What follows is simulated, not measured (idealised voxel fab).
The following is a process module called voxel transistor to metal.
Each square cell in cross-section cut measures 5 nm, and the section as a whole is 215 nm wide.
When this document writes out a cross-section, it uses a grid of square cells and lists it as bands, beginning at the top and moving down, with a band standing for one or more rows of cells.
Top, bottom (nm), then materials left to right with widths (nm); lone material tagged "full width" fills the whole band edge to edge; "blank" = empty space.
Height datum 0, below which the as-received substrate wafer is one material. Lowest band open at the bottom, running downward: "top 0, no bottom".
Note: "30 to 40" means the width goes from the first number (top row of the band) to the second number (bottom row) in equal steps per row of cells.
Step marked "nothing altered"? Then no cell in the cross-section changed in it.
In the "Closed void inventory" entry, you get each enclosed empty space of 8 cells or more, one with no open way to the top, written width x height at distance, distance from the left edge, in nm.
Heads up: the bit after the settings on a step's line is the simulator's remark on that step.
overlay nm: mask right of planned place by this much (step with mask). Neg. = left.
### Here's what the planned process steps look like
1: RECEIVE [material Si]
2: CONFORMAL_DEP [material SiO2] [thk nm 5]
3: CONFORMAL_DEP [material SiN] [thk nm 10]
4: PATTERN [tone cover] [mask id ACTIVE] [material resist] [width nm 110] [thk nm 15] [overlay nm 0]
5: DIRECTIONAL_ETCH [etch materials SiN] [depth nm 10]
6: DIRECTIONAL_ETCH [etch materials SiO2] [depth nm 5]
7: DIRECTIONAL_ETCH [etch materials Si] [depth nm 20]
8: STRIP [etch materials resist]
9: OXIDIZE [depth nm 5]
10: FILL_DEP [material SiO2] [thk nm 15]
11: CMP [height nm 15]
12: SELECTIVE_ETCH [etch materials SiO2] [depth nm 5]
13: STRIP [etch materials SiN]
14: SELECTIVE_ETCH [etch materials SiO2] [depth nm 5]
15: OXIDIZE [depth nm 5]
16: DIRECTIONAL_DEP [material polySi] [thk nm 30]
17: DIRECTIONAL_DEP [material SiCN] [thk nm 10]
18: PATTERN [tone cover] [mask id GATE] [material resist] [width nm 20] [thk nm 15] [overlay nm 0]
19: DIRECTIONAL_ETCH [etch materials SiCN] [depth nm 20]
20: DIRECTIONAL_ETCH [etch materials polySi] [depth nm 40]
21: STRIP [etch materials resist]
22: CONFORMAL_DEP [material SiN] [thk nm 10]
23: DIRECTIONAL_ETCH [etch materials SiN] [depth nm 10]
24: DIRECTIONAL_ETCH [etch materials SiO2] [depth nm 5]
25: DIRECTIONAL_ETCH [etch materials Si] [depth nm 10]
26: EPI [material pSi] [thk nm 10]
27: FILL_DEP [material SiO2] [thk nm 5]
28: CMP [height nm 40]
29: DIRECTIONAL_DEP [material SiO2] [thk nm 10]
30: PATTERN [tone open] [mask id CONTACT] [material resist] [width nm 20] [pitch nm 80] [thk nm 20] [overlay nm 0]
31: DIRECTIONAL_ETCH [etch materials SiO2] [depth nm 55]
32: STRIP [etch materials resist]
33: CONFORMAL_DEP [material TiN] [thk nm 5]
34: FILL_DEP [material Ru] [thk nm 5]
35: CMP [height nm 50]
36: CONFORMAL_DEP [material SiCN] [thk nm 5]
37: DIRECTIONAL_DEP [material lowk] [thk nm 20]
38: PATTERN [tone open] [mask id METAL_1] [material resist] [width nm 20] [pitch nm 80] [thk nm 15] [overlay nm 0]
39: DIRECTIONAL_ETCH [etch materials lowk] [depth nm 20]
40: DIRECTIONAL_ETCH [etch materials SiCN] [depth nm 5]
41: STRIP [etch materials resist]
42: CONFORMAL_DEP [material TiN] [thk nm 5]
43: FILL_DEP [material Cu] [thk nm 10]
44: CMP [height nm 75]
45: CONFORMAL_DEP [material SiCN] [thk nm 5]
46: DIRECTIONAL_DEP [material SiO2] [thk nm 35]
47: DIRECTIONAL_DEP [material aC] [thk nm 15]
48: PATTERN [tone open] [mask id METAL_2_HOLES] [material resist] [width nm 15] [pitch nm 80] [thk nm 35] [overlay nm 0]
49: DIRECTIONAL_ETCH [etch materials aC] [depth nm 15]
50: STRIP [etch materials resist]
51: DIRECTIONAL_ETCH [etch materials SiO2] [depth nm 35]
52: STRIP [etch materials aC]
53: MASKED_ETCH [tone open] [mask id METAL_2] [width nm 20] [pitch nm 80] [etch materials SiO2] [depth nm 20] [overlay nm 0]
54: MASKED_ETCH [tone open] [mask id METAL_2] [width nm 20] [pitch nm 80] [etch materials SiCN] [depth nm 5] [overlay nm 0]
55: CONFORMAL_DEP [material TiN] [thk nm 5]
56: FILL_DEP [material Ru] [thk nm 5]
57: CMP [height nm 115]
58: CONFORMAL_DEP [material SiCN] [thk nm 5]
### Below: the first of two wafers, run as planned
### Here's what the wafer looked like in cross-section when it arrived - that's after step 1
	top 0, no bottom: Si full width
	Closed void inventory: none
### Cross-section through the wafer, step 2 finished
	top 5, bottom 0: SiO2 full width
	Everything under 0 stays put, no change at all.
### Cross-section through the wafer, step 3 finished
	top 15, bottom 5: SiN full width
	Everything under 5 stays put, no change at all.
### Cross-section through the wafer, step 4 finished
	top 30, bottom 15: blank: 50  resist: 110  blank: 55
	Everything under 15 stays put, no change at all.
### Cross-section through the wafer, step 5 finished
	top 30, bottom 15: blank: 50  resist: 110  blank: 55
	top 15, bottom 5: blank: 50  SiN: 110  blank: 55
	Everything under 5 stays put, no change at all.
### Cross-section through the wafer, step 6 finished
	top 30, bottom 15: blank: 50  resist: 110  blank: 55
	top 15, bottom 5: blank: 50  SiN: 110  blank: 55
	top 5, bottom 0: blank: 50  SiO2: 110  blank: 55
	Everything under 0 stays put, no change at all.
### Cross-section through the wafer, step 7 finished
	top 30, bottom 15: blank: 50  resist: 110  blank: 55
	top 15, bottom 5: blank: 50  SiN: 110  blank: 55
	top 5, bottom 0: blank: 50  SiO2: 110  blank: 55
	top 0, bottom -20: blank: 50  Si: 110  blank: 55
	Everything under -20 stays put, no change at all.
### Cross-section through the wafer, step 8 finished
	top 15, bottom 5: blank: 50  SiN: 110  blank: 55
	Everything under 5 stays put, no change at all.
### Cross-section through the wafer, step 9 finished
	top 15, bottom 5: blank: 50  SiN: 110  blank: 55
	top 5, bottom 0: blank: 50  SiO2: 110  blank: 55
	top 0, bottom -20: blank: 50  SiO2: 5  Si: 100  SiO2: 5  blank: 55
	top -20, bottom -25: SiO2: 55  Si: 100  SiO2: 60
	Everything under -25 stays put, no change at all.
### Cross-section through the wafer, step 10 finished
	top 30, bottom 15: SiO2 full width
	top 15, bottom 5: SiO2: 50  SiN: 110  SiO2: 55
	top 5, bottom 0: SiO2 full width
	top 0, bottom -25: SiO2: 55  Si: 100  SiO2: 60
	Everything under -25 stays put, no change at all.
### Cross-section through the wafer, step 11 finished
	top 15, bottom 5: SiO2: 50  SiN: 110  SiO2: 55
	Everything under 5 stays put, no change at all.
### Cross-section through the wafer, step 12 finished
	top 15, bottom 10: blank: 50  SiN: 110  blank: 55
	Everything under 10 stays put, no change at all.
### Cross-section through the wafer, step 13 finished
	top 10, bottom 5: SiO2: 50  blank: 110  SiO2: 55
	Everything under 5 stays put, no change at all.
### Cross-section through the wafer, step 14 finished
	top 5, bottom 0: SiO2: 45  blank: 120  SiO2: 50
	Everything under 0 stays put, no change at all.
### Cross-section through the wafer, step 15 finished
	top 5, bottom 0: SiO2: 45  blank: 120  SiO2: 50
	top 0, bottom -5: SiO2 full width
	Everything under -5 stays put, no change at all.
### Cross-section through the wafer, step 16 finished
	top 35, bottom 30: polySi: 45  blank: 120  polySi: 50
	top 30, bottom 5: polySi full width
	top 5, bottom 0: SiO2: 45  polySi: 120  SiO2: 50
	Everything under 0 stays put, no change at all.
### Cross-section through the wafer, step 17 finished
	top 45, bottom 40: SiCN: 45  blank: 120  SiCN: 50
	top 40, bottom 35: SiCN full width
	top 35, bottom 30: polySi: 45  SiCN: 120  polySi: 50
	Everything under 30 stays put, no change at all.
### Cross-section through the wafer, step 18 finished
	top 60, bottom 45: blank: 95  resist: 20  blank: 100
	top 45, bottom 40: SiCN: 45  blank: 50  resist: 20  blank: 50  SiCN: 50
	Everything under 40 stays put, no change at all.
### Cross-section through the wafer, step 19 finished
	top 60, bottom 40: blank: 95  resist: 20  blank: 100
	top 40, bottom 35: blank: 95  SiCN: 20  blank: 100
	top 35, bottom 30: polySi: 45  blank: 50  SiCN: 20  blank: 50  polySi: 50
	Everything under 30 stays put, no change at all.
### Cross-section through the wafer, step 20 finished
	top 60, bottom 40: blank: 95  resist: 20  blank: 100
	top 40, bottom 30: blank: 95  SiCN: 20  blank: 100
	top 30, bottom 5: blank: 95  polySi: 20  blank: 100
	top 5, bottom 0: SiO2: 45  blank: 50  polySi: 20  blank: 50  SiO2: 50
	Everything under 0 stays put, no change at all.
### Cross-section through the wafer, step 21 finished
	top 40, bottom 30: blank: 95  SiCN: 20  blank: 100
	Everything under 30 stays put, no change at all.
### Cross-section through the wafer, step 22 finished
	top 50, bottom 40: blank: 85  SiN: 40  blank: 90
	top 40, bottom 30: blank: 85  SiN: 10  SiCN: 20  SiN: 10  blank: 90
	top 30, bottom 15: blank: 85  SiN: 10  polySi: 20  SiN: 10  blank: 90
	top 15, bottom 10: SiN: 55  blank: 30  SiN: 10  polySi: 20  SiN: 10  blank: 30  SiN: 60
	top 10, bottom 5: SiN: 95  polySi: 20  SiN: 100
	top 5, bottom 0: SiO2: 45  SiN: 50  polySi: 20  SiN: 50  SiO2: 50
	Everything under 0 stays put, no change at all.
### Cross-section through the wafer, step 23 finished
	top 40, bottom 30: blank: 85  SiN: 10  SiCN: 20  SiN: 10  blank: 90
	top 30, bottom 5: blank: 85  SiN: 10  polySi: 20  SiN: 10  blank: 90
	top 5, bottom 0: SiO2: 45  SiN: 10  blank: 30  SiN: 10  polySi: 20  SiN: 10  blank: 30  SiN: 10  SiO2: 50
	Everything under 0 stays put, no change at all.
### Cross-section through the wafer, step 24 finished
	top 40, bottom 30: blank: 85  SiN: 10  SiCN: 20  SiN: 10  blank: 90
	top 30, bottom 5: blank: 85  SiN: 10  polySi: 20  SiN: 10  blank: 90
	top 5, bottom 0: blank: 45  SiN: 10  blank: 30  SiN: 10  polySi: 20  SiN: 10  blank: 30  SiN: 10  blank: 50
	top 0, bottom -5: SiO2: 55  blank: 30  SiO2: 40  blank: 30  SiO2: 60
	Everything under -5 stays put, no change at all.
### Cross-section through the wafer, step 25 finished
	top 40, bottom 30: blank: 85  SiN: 10  SiCN: 20  SiN: 10  blank: 90
	top 30, bottom 5: blank: 85  SiN: 10  polySi: 20  SiN: 10  blank: 90
	top 5, bottom 0: blank: 45  SiN: 10  blank: 30  SiN: 10  polySi: 20  SiN: 10  blank: 30  SiN: 10  blank: 50
	top 0, bottom -5: SiO2: 55  blank: 30  SiO2: 40  blank: 30  SiO2: 60
	top -5, bottom -15: SiO2: 55  blank: 30  Si: 40  blank: 30  SiO2: 60
	Everything under -15 stays put, no change at all.
### Cross-section through the wafer, step 26 finished
	top 40, bottom 30: blank: 85  SiN: 10  SiCN: 20  SiN: 10  blank: 90
	top 30, bottom 5: blank: 85  SiN: 10  polySi: 20  SiN: 10  blank: 90
	top 5, bottom 0: blank: 45  SiN: 10  blank: 20  pSi: 10  SiN: 10  polySi: 20  SiN: 10  pSi: 10  blank: 20  SiN: 10  blank: 50
	top 0, bottom -5: SiO2: 55  blank: 20  pSi: 10  SiO2: 40  pSi: 10  blank: 20  SiO2: 60
	top -5, bottom -15: SiO2: 55  pSi: 30  Si: 40  pSi: 30  SiO2: 60
	Everything under -15 stays put, no change at all.
### Cross-section through the wafer, step 27 finished
	top 45, bottom 40: SiO2 full width
	top 40, bottom 30: SiO2: 85  SiN: 10  SiCN: 20  SiN: 10  SiO2: 90
	top 30, bottom 5: SiO2: 85  SiN: 10  polySi: 20  SiN: 10  SiO2: 90
	top 5, bottom 0: SiO2: 45  SiN: 10  SiO2: 20  pSi: 10  SiN: 10  polySi: 20  SiN: 10  pSi: 10  SiO2: 20  SiN: 10  SiO2: 50
	top 0, bottom -5: SiO2: 75  pSi: 10  SiO2: 40  pSi: 10  SiO2: 80
	Everything under -5 stays put, no change at all.
### Cross-section through the wafer, step 28 finished
	top 40, bottom 30: SiO2: 85  SiN: 10  SiCN: 20  SiN: 10  SiO2: 90
	Everything under 30 stays put, no change at all.
### Cross-section through the wafer, step 29 finished
	top 50, bottom 40: SiO2 full width
	Everything under 40 stays put, no change at all.
### Cross-section through the wafer, step 30 finished
	top 70, bottom 50: resist: 55  blank: 20  resist: 60  blank: 20  resist: 60
	Everything under 50 stays put, no change at all.
### Cross-section through the wafer, step 31 finished
	top 70, bottom 50: resist: 55  blank: 20  resist: 60  blank: 20  resist: 60
	top 50, bottom 40: SiO2: 55  blank: 20  SiO2: 60  blank: 20  SiO2: 60
	top 40, bottom 30: SiO2: 55  blank: 20  SiO2: 10  SiN: 10  SiCN: 20  SiN: 10  SiO2: 10  blank: 20  SiO2: 60
	top 30, bottom 5: SiO2: 55  blank: 20  SiO2: 10  SiN: 10  polySi: 20  SiN: 10  SiO2: 10  blank: 20  SiO2: 60
	top 5, bottom 0: SiO2: 45  SiN: 10  blank: 20  pSi: 10  SiN: 10  polySi: 20  SiN: 10  pSi: 10  blank: 20  SiN: 10  SiO2: 50
	top 0, bottom -5: SiO2: 55  blank: 20  pSi: 10  SiO2: 40  pSi: 10  blank: 20  SiO2: 60
	Everything under -5 stays put, no change at all.
### Cross-section through the wafer, step 32 finished
	top 50, bottom 40: SiO2: 55  blank: 20  SiO2: 60  blank: 20  SiO2: 60
	Everything under 40 stays put, no change at all.
### Cross-section through the wafer, step 33 finished
	top 55, bottom 50: TiN: 60  blank: 10  TiN: 70  blank: 10  TiN: 65
	top 50, bottom 40: SiO2: 55  TiN: 5  blank: 10  TiN: 5  SiO2: 60  TiN: 5  blank: 10  TiN: 5  SiO2: 60
	top 40, bottom 30: SiO2: 55  TiN: 5  blank: 10  TiN: 5  SiO2: 10  SiN: 10  SiCN: 20  SiN: 10  SiO2: 10  TiN: 5  blank: 10  TiN: 5  SiO2: 60
	top 30, bottom 5: SiO2: 55  TiN: 5  blank: 10  TiN: 5  SiO2: 10  SiN: 10  polySi: 20  SiN: 10  SiO2: 10  TiN: 5  blank: 10  TiN: 5  SiO2: 60
	top 5, bottom 0: SiO2: 45  SiN: 10  TiN: 5  blank: 10  TiN: 5  pSi: 10  SiN: 10  polySi: 20  SiN: 10  pSi: 10  TiN: 5  blank: 10  TiN: 5  SiN: 10  SiO2: 50
	top 0, bottom -5: SiO2: 55  TiN: 20  pSi: 10  SiO2: 40  pSi: 10  TiN: 20  SiO2: 60
	Everything under -5 stays put, no change at all.
### Cross-section through the wafer, step 34 finished
	top 60, bottom 55: Ru full width
	top 55, bottom 50: TiN: 60  Ru: 10  TiN: 70  Ru: 10  TiN: 65
	top 50, bottom 40: SiO2: 55  TiN: 5  Ru: 10  TiN: 5  SiO2: 60  TiN: 5  Ru: 10  TiN: 5  SiO2: 60
	top 40, bottom 30: SiO2: 55  TiN: 5  Ru: 10  TiN: 5  SiO2: 10  SiN: 10  SiCN: 20  SiN: 10  SiO2: 10  TiN: 5  Ru: 10  TiN: 5  SiO2: 60
	top 30, bottom 5: SiO2: 55  TiN: 5  Ru: 10  TiN: 5  SiO2: 10  SiN: 10  polySi: 20  SiN: 10  SiO2: 10  TiN: 5  Ru: 10  TiN: 5  SiO2: 60
	top 5, bottom 0: SiO2: 45  SiN: 10  TiN: 5  Ru: 10  TiN: 5  pSi: 10  SiN: 10  polySi: 20  SiN: 10  pSi: 10  TiN: 5  Ru: 10  TiN: 5  SiN: 10  SiO2: 50
	Everything under 0 stays put, no change at all.
### Cross-section through the wafer, step 35 finished
	top 50, bottom 40: SiO2: 55  TiN: 5  Ru: 10  TiN: 5  SiO2: 60  TiN: 5  Ru: 10  TiN: 5  SiO2: 60
	Everything under 40 stays put, no change at all.
### Cross-section through the wafer, step 36 finished
	top 55, bottom 50: SiCN full width
	Everything under 50 stays put, no change at all.
### Cross-section through the wafer, step 37 finished
	top 75, bottom 55: lowk full width
	Everything under 55 stays put, no change at all.
### Cross-section through the wafer, step 38 finished
	top 90, bottom 75: resist: 55  blank: 20  resist: 60  blank: 20  resist: 60
	Everything under 75 stays put, no change at all.
### Cross-section through the wafer, step 39 finished
	top 90, bottom 75: resist: 55  blank: 20  resist: 60  blank: 20  resist: 60
	top 75, bottom 55: lowk: 55  blank: 20  lowk: 60  blank: 20  lowk: 60
	Everything under 55 stays put, no change at all.
### Cross-section through the wafer, step 40 finished
	top 90, bottom 75: resist: 55  blank: 20  resist: 60  blank: 20  resist: 60
	top 75, bottom 55: lowk: 55  blank: 20  lowk: 60  blank: 20  lowk: 60
	top 55, bottom 50: SiCN: 55  blank: 20  SiCN: 60  blank: 20  SiCN: 60
	Everything under 50 stays put, no change at all.
### Cross-section through the wafer, step 41 finished
	top 75, bottom 55: lowk: 55  blank: 20  lowk: 60  blank: 20  lowk: 60
	Everything under 55 stays put, no change at all.
### Cross-section through the wafer, step 42 finished
	top 80, bottom 75: TiN: 60  blank: 10  TiN: 70  blank: 10  TiN: 65
	top 75, bottom 55: lowk: 55  TiN: 5  blank: 10  TiN: 5  lowk: 60  TiN: 5  blank: 10  TiN: 5  lowk: 60
	top 55, bottom 50: SiCN: 55  TiN: 20  SiCN: 60  TiN: 20  SiCN: 60
	Everything under 50 stays put, no change at all.
### Cross-section through the wafer, step 43 finished
	top 90, bottom 80: Cu full width
	top 80, bottom 75: TiN: 60  Cu: 10  TiN: 70  Cu: 10  TiN: 65
	top 75, bottom 55: lowk: 55  TiN: 5  Cu: 10  TiN: 5  lowk: 60  TiN: 5  Cu: 10  TiN: 5  lowk: 60
	Everything under 55 stays put, no change at all.
### Cross-section through the wafer, step 44 finished
	top 75, bottom 55: lowk: 55  TiN: 5  Cu: 10  TiN: 5  lowk: 60  TiN: 5  Cu: 10  TiN: 5  lowk: 60
	Everything under 55 stays put, no change at all.
### Cross-section through the wafer, step 45 finished
	top 80, bottom 75: SiCN full width
	Everything under 75 stays put, no change at all.
### Cross-section through the wafer, step 46 finished
	top 115, bottom 80: SiO2 full width
	Everything under 80 stays put, no change at all.
### Cross-section through the wafer, step 47 finished
	top 130, bottom 115: aC full width
	Everything under 115 stays put, no change at all.
### Cross-section through the wafer, step 48 finished
	top 165, bottom 130: resist: 55  blank: 15  resist: 65  blank: 15  resist: 65
	Everything under 130 stays put, no change at all.
### Cross-section through the wafer, step 49 finished
	top 150, bottom 130: resist: 55  blank: 15  resist: 65  blank: 15  resist: 65
	top 130, bottom 115: aC: 55  blank: 15  aC: 65  blank: 15  aC: 65
	Everything under 115 stays put, no change at all.
### Cross-section through the wafer, step 50 finished
	top 130, bottom 115: aC: 55  blank: 15  aC: 65  blank: 15  aC: 65
	Everything under 115 stays put, no change at all.
### Cross-section through the wafer, step 51 finished
	top 130, bottom 115: aC: 55  blank: 15  aC: 65  blank: 15  aC: 65
	top 115, bottom 80: SiO2: 55  blank: 15  SiO2: 65  blank: 15  SiO2: 65
	Everything under 80 stays put, no change at all.
### Cross-section through the wafer, step 52 finished
	top 115, bottom 80: SiO2: 55  blank: 15  SiO2: 65  blank: 15  SiO2: 65
	Everything under 80 stays put, no change at all.
### Cross-section through the wafer, step 53 finished
	top 115, bottom 95: SiO2: 55  blank: 20  SiO2: 60  blank: 20  SiO2: 60
	Everything under 95 stays put, no change at all.
### Cross-section through the wafer, step 54 finished
	top 115, bottom 95: SiO2: 55  blank: 20  SiO2: 60  blank: 20  SiO2: 60
	top 95, bottom 80: SiO2: 55  blank: 15  SiO2: 65  blank: 15  SiO2: 65
	top 80, bottom 75: SiCN: 55  blank: 15  SiCN: 65  blank: 15  SiCN: 65
	Everything under 75 stays put, no change at all.
### Cross-section through the wafer, step 55 finished
	top 120, bottom 115: TiN: 60  blank: 10  TiN: 70  blank: 10  TiN: 65
	top 115, bottom 100: SiO2: 55  TiN: 5  blank: 10  TiN: 5  SiO2: 60  TiN: 5  blank: 10  TiN: 5  SiO2: 60
	top 100, bottom 95: SiO2: 55  TiN: 5  blank: 5  TiN: 10  SiO2: 60  TiN: 5  blank: 5  TiN: 10  SiO2: 60
	top 95, bottom 80: SiO2: 55  TiN: 5  blank: 5  TiN: 5  SiO2: 65  TiN: 5  blank: 5  TiN: 5  SiO2: 65
	top 80, bottom 75: SiCN: 55  TiN: 15  SiCN: 65  TiN: 15  SiCN: 65
	Everything under 75 stays put, no change at all.
### Cross-section through the wafer, step 56 finished
	top 125, bottom 120: Ru full width
	top 120, bottom 115: TiN: 60  Ru: 10  TiN: 70  Ru: 10  TiN: 65
	top 115, bottom 100: SiO2: 55  TiN: 5  Ru: 10  TiN: 5  SiO2: 60  TiN: 5  Ru: 10  TiN: 5  SiO2: 60
	top 100, bottom 95: SiO2: 55  TiN: 5  Ru: 5  TiN: 10  SiO2: 60  TiN: 5  Ru: 5  TiN: 10  SiO2: 60
	top 95, bottom 80: SiO2: 55  TiN: 5  Ru: 5  TiN: 5  SiO2: 65  TiN: 5  Ru: 5  TiN: 5  SiO2: 65
	Everything under 80 stays put, no change at all.
### Cross-section through the wafer, step 57 finished
	top 115, bottom 100: SiO2: 55  TiN: 5  Ru: 10  TiN: 5  SiO2: 60  TiN: 5  Ru: 10  TiN: 5  SiO2: 60
	Everything under 100 stays put, no change at all.
### Cross-section through the wafer, step 58 finished
	top 120, bottom 115: SiCN full width
	Everything under 115 stays put, no change at all.
### second wafer: like start, like plan, one mistake. Through step 43 it matches the first wafer
Cross-section: second wafer, time at which step 44 was scheduled to end: nothing altered
### Cross-section: second wafer, time at which step 45 was scheduled to end
	top 95, bottom 90: SiCN full width
	Everything under 90 stays put, no change at all.
### Cross-section: second wafer, time at which step 46 was scheduled to end
	top 130, bottom 95: SiO2 full width
	Everything under 95 stays put, no change at all.
### Cross-section: second wafer, time at which step 47 was scheduled to end
	top 145, bottom 130: aC full width
	Everything under 130 stays put, no change at all.
### Cross-section: second wafer, time at which step 48 was scheduled to end
	top 180, bottom 145: resist: 55  blank: 15  resist: 65  blank: 15  resist: 65
	Everything under 145 stays put, no change at all.
### Cross-section: second wafer, time at which step 49 was scheduled to end
	top 165, bottom 145: resist: 55  blank: 15  resist: 65  blank: 15  resist: 65
	top 145, bottom 130: aC: 55  blank: 15  aC: 65  blank: 15  aC: 65
	Everything under 130 stays put, no change at all.
### Cross-section: second wafer, time at which step 50 was scheduled to end
	top 145, bottom 130: aC: 55  blank: 15  aC: 65  blank: 15  aC: 65
	Everything under 130 stays put, no change at all.
### Cross-section: second wafer, time at which step 51 was scheduled to end
	top 145, bottom 130: aC: 55  blank: 15  aC: 65  blank: 15  aC: 65
	top 130, bottom 95: SiO2: 55  blank: 15  SiO2: 65  blank: 15  SiO2: 65
	Everything under 95 stays put, no change at all.
### Cross-section: second wafer, time at which step 52 was scheduled to end
	top 130, bottom 95: SiO2: 55  blank: 15  SiO2: 65  blank: 15  SiO2: 65
	Everything under 95 stays put, no change at all.
### Cross-section: second wafer, time at which step 53 was scheduled to end
	top 130, bottom 110: SiO2: 55  blank: 20  SiO2: 60  blank: 20  SiO2: 60
	Everything under 110 stays put, no change at all.
### Cross-section: second wafer, time at which step 54 was scheduled to end
	top 130, bottom 110: SiO2: 55  blank: 20  SiO2: 60  blank: 20  SiO2: 60
	top 110, bottom 95: SiO2: 55  blank: 15  SiO2: 65  blank: 15  SiO2: 65
	top 95, bottom 90: SiCN: 55  blank: 15  SiCN: 65  blank: 15  SiCN: 65
	Everything under 90 stays put, no change at all.
### Cross-section: second wafer, time at which step 55 was scheduled to end
	top 135, bottom 130: TiN: 60  blank: 10  TiN: 70  blank: 10  TiN: 65
	top 130, bottom 115: SiO2: 55  TiN: 5  blank: 10  TiN: 5  SiO2: 60  TiN: 5  blank: 10  TiN: 5  SiO2: 60
	top 115, bottom 110: SiO2: 55  TiN: 5  blank: 5  TiN: 10  SiO2: 60  TiN: 5  blank: 5  TiN: 10  SiO2: 60
	top 110, bottom 95: SiO2: 55  TiN: 5  blank: 5  TiN: 5  SiO2: 65  TiN: 5  blank: 5  TiN: 5  SiO2: 65
	top 95, bottom 90: SiCN: 55  TiN: 15  SiCN: 65  TiN: 15  SiCN: 65
	Everything under 90 stays put, no change at all.
### Cross-section: second wafer, time at which step 56 was scheduled to end
	top 140, bottom 135: Ru full width
	top 135, bottom 130: TiN: 60  Ru: 10  TiN: 70  Ru: 10  TiN: 65
	top 130, bottom 115: SiO2: 55  TiN: 5  Ru: 10  TiN: 5  SiO2: 60  TiN: 5  Ru: 10  TiN: 5  SiO2: 60
	top 115, bottom 110: SiO2: 55  TiN: 5  Ru: 5  TiN: 10  SiO2: 60  TiN: 5  Ru: 5  TiN: 10  SiO2: 60
	top 110, bottom 95: SiO2: 55  TiN: 5  Ru: 5  TiN: 5  SiO2: 65  TiN: 5  Ru: 5  TiN: 5  SiO2: 65
	Everything under 95 stays put, no change at all.
### Cross-section: second wafer, time at which step 57 was scheduled to end
	top 115, bottom 110: SiO2: 55  TiN: 5  Ru: 5  TiN: 10  SiO2: 60  TiN: 5  Ru: 5  TiN: 10  SiO2: 60
	Everything under 110 stays put, no change at all.
### Cross-section: second wafer, time at which step 58 was scheduled to end
	top 120, bottom 115: SiCN full width
	Everything under 115 stays put, no change at all.
It is concluded that the wafer was processed incorrectly with respect to the plan, in that the run left out plan step 44 entirely, so it was never executed
End check, counted in cells, second wafer has more or fewer of these materials than the first: +90 Cu; -12 Ru; -105 SiO2; +27 TiN
